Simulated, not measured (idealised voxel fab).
Process module, titled voxel self aligned vias
Pictured: cross-section cut, 205 nm wide, on a grid of 5 nm square cells.
Format of a cross-section: grid, square cells. Given as bands. Order: top down. Band: one or more rows of cells. The entry gives the band's vertical extent as a top height and a bottom height in nm, then its horizontal make-up as materials from left to right, each with a width in nm. "air" stands for empty space; a single material marked "edge to edge" fills the band edge to edge. Where do heights start? At 0: under that level the wafer as delivered is made of one material only. And the lowest band has no floor; it just carries on downward, as in "top 0, no bottom". Graded width ("30..40"): value in top row of band = first number; value in bottom row = second number; row-to-row change constant. You'll sometimes find "no modifications" written for a step, and that's the way of saying that nowhere in the cross-section did a cell change during that step. Entry "Cavities, closed". Content: empty spaces with no open connection to the top, size 8 cells or greater. Each: width x height at distance. Distance: from left edge. Unit: nm. Text after the settings on a step's line: the simulator's own remark on that step. You can add "overlay nm" to a step's line. For a step with a mask, it describes how far the mask lay to the right of its planned position, and a negative number describes a lay to the left.
Set out below are the planned steps of the process:
1: RECEIVE: material Si
2: CONFORMAL_DEP: material SiO2, thk nm 15
3: CONFORMAL_DEP: material SiCN, thk nm 5
4: DIRECTIONAL_DEP: material SiO2, thk nm 25
5: MASKED_ETCH: tone open, mask id LINES, width nm 20, pitch nm 70, etch materials SiO2, depth nm 25, overlay nm 0
6: CONFORMAL_DEP: material TiN, thk nm 5
7: FILL_DEP: material W, thk nm 10
8: CMP: height nm 45
9: SELECTIVE_ETCH: etch materials W Ru TiN, depth nm 5
10: FILL_DEP: material SiN, thk nm 5
11: CMP: height nm 45
12: DIRECTIONAL_DEP: material SiO2, thk nm 15
13: PATTERN: tone open, mask id VIAS, material resist, width nm 40, thk nm 20, overlay nm 0
14: DIRECTIONAL_ETCH: etch materials SiO2, depth nm 15
15: DIRECTIONAL_ETCH: etch materials SiN, depth nm 5
16: STRIP: etch materials resist
17: CONFORMAL_DEP: material TiN, thk nm 5
18: FILL_DEP: material W, thk nm 5
19: CMP: height nm 60
20: CONFORMAL_DEP: material SiN, thk nm 5
The first wafer of two, processed as planned:
Delivered wafer in cross-section: state after step 1:
- top 0, no bottom: Si edge to edge
- Cavities, closed: none
Wafer section view after processing step 2:
- top 15, bottom 0: SiO2 edge to edge
- At heights below 0, the structure remains unaltered.
Wafer section view after processing step 3:
- top 20, bottom 15: SiCN edge to edge
- At heights below 15, the structure remains unaltered.
Wafer section view after processing step 4:
- top 45, bottom 20: SiO2 edge to edge
- At heights below 20, the structure remains unaltered.
Wafer section view after processing step 5:
- top 45, bottom 20: 55 nm SiO2; 20 nm air; 50 nm SiO2; 20 nm air; 60 nm SiO2
- At heights below 20, the structure remains unaltered.
Wafer section view after processing step 6:
- top 50, bottom 45: 60 nm TiN; 10 nm air; 60 nm TiN; 10 nm air; 65 nm TiN
- top 45, bottom 25: 55 nm SiO2; 5 nm TiN; 10 nm air; 5 nm TiN; 50 nm SiO2; 5 nm TiN; 10 nm air; 5 nm TiN; 60 nm SiO2
- top 25, bottom 20: 55 nm SiO2; 20 nm TiN; 50 nm SiO2; 20 nm TiN; 60 nm SiO2
- At heights below 20, the structure remains unaltered.
Wafer section view after processing step 7:
- top 60, bottom 50: W edge to edge
- top 50, bottom 45: 60 nm TiN; 10 nm W; 60 nm TiN; 10 nm W; 65 nm TiN
- top 45, bottom 25: 55 nm SiO2; 5 nm TiN; 10 nm W; 5 nm TiN; 50 nm SiO2; 5 nm TiN; 10 nm W; 5 nm TiN; 60 nm SiO2
- At heights below 25, the structure remains unaltered.
Wafer section view after processing step 8:
- top 45, bottom 25: 55 nm SiO2; 5 nm TiN; 10 nm W; 5 nm TiN; 50 nm SiO2; 5 nm TiN; 10 nm W; 5 nm TiN; 60 nm SiO2
- At heights below 25, the structure remains unaltered.
Wafer section view after processing step 9:
- top 45, bottom 40: 55 nm SiO2; 20 nm air; 50 nm SiO2; 20 nm air; 60 nm SiO2
- At heights below 40, the structure remains unaltered.
Wafer section view after processing step 10:
- top 50, bottom 45: SiN edge to edge
- top 45, bottom 40: 55 nm SiO2; 20 nm SiN; 50 nm SiO2; 20 nm SiN; 60 nm SiO2
- At heights below 40, the structure remains unaltered.
Wafer section view after processing step 11:
- top 45, bottom 40: 55 nm SiO2; 20 nm SiN; 50 nm SiO2; 20 nm SiN; 60 nm SiO2
- At heights below 40, the structure remains unaltered.
Wafer section view after processing step 12:
- top 60, bottom 45: SiO2 edge to edge
- At heights below 45, the structure remains unaltered.
Wafer section view after processing step 13:
- top 80, bottom 60: 45 nm resist; 40 nm air; 120 nm resist
- At heights below 60, the structure remains unaltered.
Wafer section view after processing step 14:
- top 80, bottom 60: 45 nm resist; 40 nm air; 120 nm resist
- top 60, bottom 45: 45 nm SiO2; 40 nm air; 120 nm SiO2
- At heights below 45, the structure remains unaltered.
Wafer section view after processing step 15:
- top 80, bottom 60: 45 nm resist; 40 nm air; 120 nm resist
- top 60, bottom 45: 45 nm SiO2; 40 nm air; 120 nm SiO2
- top 45, bottom 40: 55 nm SiO2; 20 nm air; 50 nm SiO2; 20 nm SiN; 60 nm SiO2
- At heights below 40, the structure remains unaltered.
Wafer section view after processing step 16:
- top 60, bottom 45: 45 nm SiO2; 40 nm air; 120 nm SiO2
- At heights below 45, the structure remains unaltered.
Wafer section view after processing step 17:
- top 65, bottom 60: 50 nm TiN; 30 nm air; 125 nm TiN
- top 60, bottom 50: 45 nm SiO2; 5 nm TiN; 30 nm air; 5 nm TiN; 120 nm SiO2
- top 50, bottom 45: 45 nm SiO2; 15 nm TiN; 10 nm air; 15 nm TiN; 120 nm SiO2
- top 45, bottom 40: 55 nm SiO2; 20 nm TiN; 50 nm SiO2; 20 nm SiN; 60 nm SiO2
- At heights below 40, the structure remains unaltered.
Wafer section view after processing step 18:
- top 70, bottom 65: W edge to edge
- top 65, bottom 60: 50 nm TiN; 30 nm W; 125 nm TiN
- top 60, bottom 50: 45 nm SiO2; 5 nm TiN; 30 nm W; 5 nm TiN; 120 nm SiO2
- top 50, bottom 45: 45 nm SiO2; 15 nm TiN; 10 nm W; 15 nm TiN; 120 nm SiO2
- At heights below 45, the structure remains unaltered.
Wafer section view after processing step 19:
- top 60, bottom 50: 45 nm SiO2; 5 nm TiN; 30 nm W; 5 nm TiN; 120 nm SiO2
- At heights below 50, the structure remains unaltered.
Wafer section view after processing step 20:
- top 65, bottom 60: SiN edge to edge
- At heights below 60, the structure remains unaltered.
The Second Wafer: Common Origin and Plan, One Mistake in Execution, Identical to the First Through Step 4:
Second wafer at the planned finish of step 5, seen in cross-section:
- top 45, bottom 20: 55 nm air; 20 nm SiO2; 50 nm air; 20 nm SiO2; 60 nm air
- At heights below 20, the structure remains unaltered.
Second wafer at the planned finish of step 6, seen in cross-section:
- top 50, bottom 45: 50 nm air; 30 nm TiN; 40 nm air; 30 nm TiN; 55 nm air
- top 45, bottom 25: 50 nm air; 5 nm TiN; 20 nm SiO2; 5 nm TiN; 40 nm air; 5 nm TiN; 20 nm SiO2; 5 nm TiN; 55 nm air
- top 25, bottom 20: 55 nm TiN; 20 nm SiO2; 50 nm TiN; 20 nm SiO2; 60 nm TiN
- At heights below 20, the structure remains unaltered.
Second wafer at the planned finish of step 7, seen in cross-section:
- top 60, bottom 50: W edge to edge
- top 50, bottom 45: 50 nm W; 30 nm TiN; 40 nm W; 30 nm TiN; 55 nm W
- top 45, bottom 25: 50 nm W; 5 nm TiN; 20 nm SiO2; 5 nm TiN; 40 nm W; 5 nm TiN; 20 nm SiO2; 5 nm TiN; 55 nm W
- At heights below 25, the structure remains unaltered.
Second wafer at the planned finish of step 8, seen in cross-section:
- top 45, bottom 25: 50 nm W; 5 nm TiN; 20 nm SiO2; 5 nm TiN; 40 nm W; 5 nm TiN; 20 nm SiO2; 5 nm TiN; 55 nm W
- At heights below 25, the structure remains unaltered.
Second wafer at the planned finish of step 9, seen in cross-section:
- top 45, bottom 40: 55 nm air; 20 nm SiO2; 50 nm air; 20 nm SiO2; 60 nm air
- At heights below 40, the structure remains unaltered.
Second wafer at the planned finish of step 10, seen in cross-section:
- top 50, bottom 45: SiN edge to edge
- top 45, bottom 40: 55 nm SiN; 20 nm SiO2; 50 nm SiN; 20 nm SiO2; 60 nm SiN
- At heights below 40, the structure remains unaltered.
Second wafer at the planned finish of step 11, seen in cross-section:
- top 45, bottom 40: 55 nm SiN; 20 nm SiO2; 50 nm SiN; 20 nm SiO2; 60 nm SiN
- At heights below 40, the structure remains unaltered.
Second wafer at the planned finish of step 12, seen in cross-section:
- top 60, bottom 45: SiO2 edge to edge
- At heights below 45, the structure remains unaltered.
Second wafer at the planned finish of step 13, seen in cross-section:
- top 80, bottom 60: 45 nm resist; 40 nm air; 120 nm resist
- At heights below 60, the structure remains unaltered.
Second wafer at the planned finish of step 14, seen in cross-section:
- top 80, bottom 60: 45 nm resist; 40 nm air; 120 nm resist
- top 60, bottom 45: 45 nm SiO2; 40 nm air; 120 nm SiO2
- At heights below 45, the structure remains unaltered.
Second wafer at the planned finish of step 15, seen in cross-section:
- top 80, bottom 60: 45 nm resist; 40 nm air; 120 nm resist
- top 60, bottom 45: 45 nm SiO2; 40 nm air; 120 nm SiO2
- top 45, bottom 40: 45 nm SiN; 10 nm air; 20 nm SiO2; 10 nm air; 40 nm SiN; 20 nm SiO2; 60 nm SiN
- At heights below 40, the structure remains unaltered.
Second wafer at the planned finish of step 16, seen in cross-section:
- top 60, bottom 45: 45 nm SiO2; 40 nm air; 120 nm SiO2
- At heights below 45, the structure remains unaltered.
Second wafer at the planned finish of step 17, seen in cross-section:
- top 65, bottom 60: 50 nm TiN; 30 nm air; 125 nm TiN
- top 60, bottom 50: 45 nm SiO2; 5 nm TiN; 30 nm air; 5 nm TiN; 120 nm SiO2
- top 50, bottom 45: 45 nm SiO2; 40 nm TiN; 120 nm SiO2
- top 45, bottom 40: 45 nm SiN; 10 nm TiN; 20 nm SiO2; 10 nm TiN; 40 nm SiN; 20 nm SiO2; 60 nm SiN
- At heights below 40, the structure remains unaltered.
Second wafer at the planned finish of step 18, seen in cross-section:
- top 70, bottom 65: W edge to edge
- top 65, bottom 60: 50 nm TiN; 30 nm W; 125 nm TiN
- top 60, bottom 50: 45 nm SiO2; 5 nm TiN; 30 nm W; 5 nm TiN; 120 nm SiO2
- At heights below 50, the structure remains unaltered.
Second wafer at the planned finish of step 19, seen in cross-section:
- top 60, bottom 50: 45 nm SiO2; 5 nm TiN; 30 nm W; 5 nm TiN; 120 nm SiO2
- At heights below 50, the structure remains unaltered.
Second wafer at the planned finish of step 20, seen in cross-section:
- top 65, bottom 60: SiN edge to edge
- At heights below 60, the structure remains unaltered.
Nonconformance to the process plan: step 5 was not run as planned; what actually ran was MASKED_ETCH: tone cover, mask id LINES, width nm 20, pitch nm 70, etch materials SiO2, depth nm 25, overlay nm 0
Cell-count delta at end, second wafer over first, by material: SiN: 25 more | SiO2: 125 fewer | TiN: 27 more | W: 73 more
